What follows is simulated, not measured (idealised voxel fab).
Process module under the name voxel lift off
Shown is cross-section cut, with a width of 300 nm and square cells of size 5 nm.
Cross-section format: a grid of square cells, given as bands from top to bottom; each band is one or more rows of cells.
First you get the band's top height and its bottom height, in nm, and then the materials it's made of, left to right, with each width in nm. If you see a single material with "everywhere", that one covers the band edge to edge. "air" is empty space.
Heights are expressed relative to 0, this being the level below which the as-received wafer comprises one material exclusively. The lowest band is unbounded in the downward direction and is denoted as in "top 0, no bottom".
Top row gets the first number, bottom row gets the second, and each row in between changes by the same step: that is how a band width like "30->40" works.
"identical to before" means the step left every cell of the cross-section as it was.
For the entry "Sealed cavities", the listed items are empty spaces with no open way to the top whose size is 8 cells or more; each item follows the pattern width x height at distance, where distance is from the left edge and all three are in nm.
If you see something after the settings on a step's line, that's the simulator's own remark about that step.
Regarding "overlay nm": on a step with a mask, it is the distance the mask lay to the right of its planned place; a negative value places it to the left.
Set out below are the planned steps of the process
| 1 | RECEIVE [material Si] |
| 2 | CONFORMAL_DEP [material SiN] [thk nm 15] |
| 3 | PATTERN [tone open] [mask id LINES] [material resist] [width nm 15] [pitch nm 30] [thk nm 30] [overlay nm 0] |
| 4 | DIRECTIONAL_DEP [material Ru] [thk nm 15] |
| 5 | STRIP [etch materials resist] |
| 6 | CONFORMAL_DEP [material SiCN] [thk nm 5] |
Cross-section of the incoming wafer, state after step 1
> top 0, no bottom: Si everywhere
> Sealed cavities: none
Look at the cross-section after the module: the wafer started out the way shown above and the plan was the one shown above, yet one mistake was made along the way
> top 30, bottom 15: air 125 nm, Ru 15 nm, air 15 nm, Ru 15 nm, air 130 nm
> top 15, bottom 0: SiN everywhere
> top 0, no bottom: Si everywhere
> Sealed cavities: none
Deviation from plan: plan step 6: skipped, not run
